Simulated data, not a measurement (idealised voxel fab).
process module | voxel capacitor over wiring
cross-section cut | 180 nm wide | cells 5 nm
A cross-section is a grid of square cells, given in bands from the top down. A band is one or more rows of cells.
Each band's line starts with the height of the band's top and of its bottom, in nm. Then come its materials from left to right, each with its width in nm. One material with "throughout" fills the band from edge to edge. "air" is empty space.
Height 0 is the level under which the wafer as received is all one material. The lowest band goes on downwards, as in "0 down".
A width such as "30 to 40" changes by the same amount from each row of cells to the next, from the band's top row to its bottom row.
"no change" after a step means that no cell of the cross-section changed.
closed voids: empty space of 8 cells or more with no open way to the top, each as width x height at its distance from the left edge, in nm
after a step's settings: what the simulator itself notes on the step
overlay nm, on a step with a mask: how far to the right of its planned place the mask lay; to the left if negative
plan
1 op RECEIVE | material Si
2 op CONFORMAL_DEP | material SiO2 | thk nm 15
3 op CONFORMAL_DEP | material SiCN | thk nm 5
4 op DIRECTIONAL_DEP | material SiO2 | thk nm 25
5 op MASKED_ETCH | tone open | mask id METAL_1 | width nm 25 | pitch nm 75 | etch materials SiO2 | depth nm 25 | overlay nm 0
6 op MASKED_ETCH | tone open | mask id METAL_1 | width nm 25 | pitch nm 75 | etch materials SiCN | depth nm 5 | overlay nm 0
7 op CONFORMAL_DEP | material TiN | thk nm 5
8 op FILL_DEP | material W | thk nm 10
9 op CMP | height nm 45
10 op CONFORMAL_DEP | material SiCN | thk nm 5
11 op DIRECTIONAL_DEP | material SiO2 | thk nm 20
12 op MASKED_ETCH | tone open | mask id PLUG_1 | width nm 15 | etch materials SiO2 | depth nm 20 | overlay nm 0
13 op MASKED_ETCH | tone open | mask id PLUG_1 | width nm 15 | etch materials SiCN | depth nm 5 | overlay nm 0
14 op EPI | material Ru | thk nm 10
15 op EPI | material Ru | thk nm 10
16 op EPI | material Ru | thk nm 5
17 op DIRECTIONAL_DEP | material TiN | thk nm 10
18 op DIRECTIONAL_DEP | material SiN | thk nm 5
19 op DIRECTIONAL_DEP | material TiN | thk nm 10
20 op MASKED_ETCH | tone cover | mask id UPPER_PLATE | width nm 55 | etch materials TiN | depth nm 10 | overlay nm 0
21 op MASKED_ETCH | tone cover | mask id UPPER_PLATE | width nm 55 | etch materials SiN | depth nm 5 | overlay nm 0
22 op PATTERN | tone cover | mask id LOWER_PLATE | material resist | width nm 65 | thk nm 20 | overlay nm 0
23 op DIRECTIONAL_ETCH | etch materials TiN | depth nm 10
24 op STRIP | etch materials resist
25 op FILL_DEP | material SiO2 | thk nm 15
26 op CMP | height nm 105
27 op MASKED_ETCH | tone open | mask id PLUG_2 | width nm 15 | etch materials SiO2 | depth nm 10 | overlay nm 0
28 op CONFORMAL_DEP | material TiN | thk nm 5
29 op FILL_DEP | material Cu | thk nm 10
30 op CMP | height nm 105
31 op CONFORMAL_DEP | material SiN | thk nm 5
as received, after step 1
  0 down: Si throughout
  closed voids: none
first wafer at the end, as planned
  110 to 105: SiN throughout
  105 to 100: SiO2 60 | TiN 5 | Cu 5 | TiN 5 | SiO2 105
  100 to 95: SiO2 60 | TiN 15 | SiO2 105
  95 to 85: SiO2 50 | TiN 55 | SiO2 75
  85 to 80: SiO2 50 | SiN 55 | SiO2 75
  80 to 70: SiO2 45 | TiN 65 | SiO2 70
  70 to 50: SiO2 50 | Ru 15 | SiO2 115
  50 to 45: SiCN 50 | Ru 15 | SiCN 115
  45 to 20: SiO2 40 | TiN 5 | W 15 | TiN 5 | SiO2 50 | TiN 5 | W 15 | TiN 5 | SiO2 40
  20 to 15: SiCN 40 | TiN 25 | SiCN 50 | TiN 25 | SiCN 40
  15 to 0: SiO2 throughout
  0 down: Si throughout
  closed voids: none
second wafer at the end: like start, like plan, one mistake
  110 to 105: SiN throughout
  105 to 100: SiO2 60 | TiN 5 | Cu 5 | TiN 5 | SiO2 105
  100 to 95: SiO2 60 | TiN 15 | SiO2 105
  95 to 85: SiO2 55 | TiN 50 | SiO2 75
  85 to 80: SiO2 50 | SiN 55 | SiO2 75
  80 to 70: SiO2 50 | TiN 70 | SiO2 60
  70 to 50: SiO2 50 | Ru 15 | SiO2 115
  50 to 45: SiCN 50 | Ru 15 | SiCN 115
  45 to 20: SiO2 40 | TiN 5 | W 15 | TiN 5 | SiO2 50 | TiN 5 | W 15 | TiN 5 | SiO2 40
  20 to 15: SiCN 40 | TiN 25 | SiCN 50 | TiN 25 | SiCN 40
  15 to 0: SiO2 throughout
  0 down: Si throughout
  closed voids: none
what went wrong: step 22 ran as: op PATTERN | tone cover | mask id LOWER_PLATE | material resist | width nm 65 | thk nm 20 | overlay nm 10
at the end the second wafer has, in cells: as many of each material as the first, in other places
